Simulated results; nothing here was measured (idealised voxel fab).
You're looking at the process module voxel ribs on slabs.
Cross-section cut spans 210 nm and uses square cells 5 nm in size.
Cross-sections here: square-cell grids, written as top-down lists of bands, a band being one or more rows of cells.
It is stipulated that each band's entry specify, in nanometres, the height of the top of the band and then that of its bottom, followed by the materials of the band in left-to-right sequence, each together with its width in nanometres. A single material marked by the word "everywhere" is understood to fill the band from edge to edge; the word "blank" is understood to denote empty space.
All heights in this document are referenced to 0, defined as the level beneath which the wafer, as received, consists entirely of one material. The lowest band is not bounded below; it extends indefinitely downward and is written in the form "0 down".
Quick explanation for "30->40": the width changes in equal steps down the rows of cells, from the first number in the band's top row to the second number in its bottom row.
Step marked "no alterations made"? Then no cell in the cross-section changed in it.
Voids not open to the top, 8 cells minimum: see "Closed voids list". Written width x height at distance; distance is from the left edge; nm.
Heads up: the bit after the settings on a step's line is the simulator's remark on that step.
The line of a step may include "overlay nm". On a step with a mask, this value is how far to the right of its planned place the mask lay. A negative value means the mask lay to the left.
Listed below are the process steps as planned:
1) RECEIVE | material Si
2) DIRECTIONAL_DEP | material SiO2 | thk nm 20
3) DIRECTIONAL_DEP | material SiN | thk nm 25
4) MASKED_ETCH | tone cover | mask id RIB | width nm 15 | etch materials SiN | depth nm 10 | overlay nm 0
5) PATTERN | tone cover | mask id SLAB | material resist | width nm 65 | thk nm 15 | overlay nm 0
6) DIRECTIONAL_ETCH | etch materials SiN | depth nm 15
7) STRIP | etch materials resist
8) FILL_DEP | material SiO2 | thk nm 25
9) CMP | height nm 70
10) DIRECTIONAL_DEP | material TiN | thk nm 5
11) PATTERN | tone cover | mask id HEATER | material resist | width nm 25 | thk nm 20 | overlay nm 0
12) DIRECTIONAL_ETCH | etch materials TiN | depth nm 5
13) STRIP | etch materials resist
14) CONFORMAL_DEP | material SiN | thk nm 10
Same starting wafers, different thk nm at step 2. Plan value belongs to the first wafer.
After step 1, as received: first of several wafers, cross-section:
    0 down | Si everywhere
    Closed voids list: none
Per wafer (row), end of module: delta in cells per material since receipt, (+) for gained, (-) for lost; closed voids after that:
thk nm 20; +133 SiN; +543 SiO2; +5 TiN; Closed voids list: none
thk nm 25; +133 SiN; +543 SiO2; +5 TiN; Closed voids list: none
thk nm 30; +133 SiN; +543 SiO2; +5 TiN; Closed voids list: none
thk nm 35; +133 SiN; +543 SiO2; +5 TiN; Closed voids list: none
thk nm 40; +133 SiN; +543 SiO2; +5 TiN; Closed voids list: none
